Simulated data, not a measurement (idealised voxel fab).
process module | voxel self aligned vias
cross-section cut | 245 nm wide | cells 5 nm
A cross-section is a grid of square cells, given in bands from the top down. A band is one or more rows of cells.
Each band's line starts with the height of the band's top and of its bottom, in nm. Then come its materials from left to right, each with its width in nm. One material with "throughout" fills the band from edge to edge. "air" is empty space.
Height 0 is the level under which the wafer as received is all one material. The lowest band goes on downwards, as in "0 down".
A width such as "30 to 40" changes by the same amount from each row of cells to the next, from the band's top row to its bottom row.
"no change" after a step means that no cell of the cross-section changed.
closed voids: empty space of 8 cells or more with no open way to the top, each as width x height at its distance from the left edge, in nm
after a step's settings: what the simulator itself notes on the step
overlay nm, on a step with a mask: how far to the right of its planned place the mask lay; to the left if negative
plan
1 op RECEIVE | material Si
2 op CONFORMAL_DEP | material SiO2 | thk nm 15
3 op CONFORMAL_DEP | material SiCN | thk nm 5
4 op DIRECTIONAL_DEP | material SiO2 | thk nm 25
5 op MASKED_ETCH | tone open | mask id LINES | width nm 30 | pitch nm 65 | etch materials SiO2 | depth nm 25 | overlay nm 0
6 op CONFORMAL_DEP | material TiN | thk nm 5
7 op FILL_DEP | material W | thk nm 10
8 op CMP | height nm 45
9 op SELECTIVE_ETCH | etch materials W Ru TiN | depth nm 5
10 op FILL_DEP | material SiN | thk nm 5
11 op CMP | height nm 45
12 op DIRECTIONAL_DEP | material SiO2 | thk nm 15
13 op MASKED_ETCH | tone open | mask id VIAS | width nm 50 | pitch nm 65 | etch materials SiO2 | depth nm 15 | overlay nm 0
14 op MASKED_ETCH | tone open | mask id VIAS | width nm 50 | pitch nm 65 | etch materials SiN | depth nm 5 | overlay nm 0
15 op CONFORMAL_DEP | material TiN | thk nm 5
16 op FILL_DEP | material W | thk nm 5
17 op CMP | height nm 60
18 op CONFORMAL_DEP | material SiCN | thk nm 5
as received, after step 1
  0 down: Si throughout
  closed voids: none
first wafer at the end, as planned
  65 to 60: SiCN throughout
  60 to 50: SiO2 30 | TiN 5 | W 40 | TiN 5 | SiO2 15 | TiN 5 | W 40 | TiN 5 | SiO2 15 | TiN 5 | W 40 | TiN 5 | SiO2 35
  50 to 45: SiO2 30 | TiN 15 | W 20 | TiN 15 | SiO2 15 | TiN 15 | W 20 | TiN 15 | SiO2 15 | TiN 15 | W 20 | TiN 15 | SiO2 35
  45 to 40: SiO2 40 | TiN 30 | SiO2 35 | TiN 30 | SiO2 35 | TiN 30 | SiO2 45
  40 to 25: SiO2 40 | TiN 5 | W 20 | TiN 5 | SiO2 35 | TiN 5 | W 20 | TiN 5 | SiO2 35 | TiN 5 | W 20 | TiN 5 | SiO2 45
  25 to 20: SiO2 40 | TiN 30 | SiO2 35 | TiN 30 | SiO2 35 | TiN 30 | SiO2 45
  20 to 15: SiCN throughout
  15 to 0: SiO2 throughout
  0 down: Si throughout
  closed voids: none
second wafer at the end: like start, like plan, one mistake
  65 to 60: SiCN throughout
  60 to 50: SiO2 20 | TiN 5 | W 40 | TiN 5 | SiO2 15 | TiN 5 | W 40 | TiN 5 | SiO2 15 | TiN 5 | W 40 | TiN 5 | SiO2 45
  50 to 45: SiO2 20 | TiN 25 | W 20 | TiN 5 | SiO2 15 | TiN 25 | W 20 | TiN 5 | SiO2 15 | TiN 25 | W 20 | TiN 5 | SiO2 45
  45 to 40: SiO2 40 | TiN 30 | SiO2 35 | TiN 30 | SiO2 35 | TiN 30 | SiO2 45
  40 to 25: SiO2 40 | TiN 5 | W 20 | TiN 5 | SiO2 35 | TiN 5 | W 20 | TiN 5 | SiO2 35 | TiN 5 | W 20 | TiN 5 | SiO2 45
  25 to 20: SiO2 40 | TiN 30 | SiO2 35 | TiN 30 | SiO2 35 | TiN 30 | SiO2 45
  20 to 15: SiCN throughout
  15 to 0: SiO2 throughout
  0 down: Si throughout
  closed voids: none
what went wrong: step 13 ran as: op MASKED_ETCH | tone open | mask id VIAS | width nm 50 | pitch nm 65 | etch materials SiO2 | depth nm 15 | overlay nm -10
at the end the second wafer has, in cells: as many of each material as the first, in other places
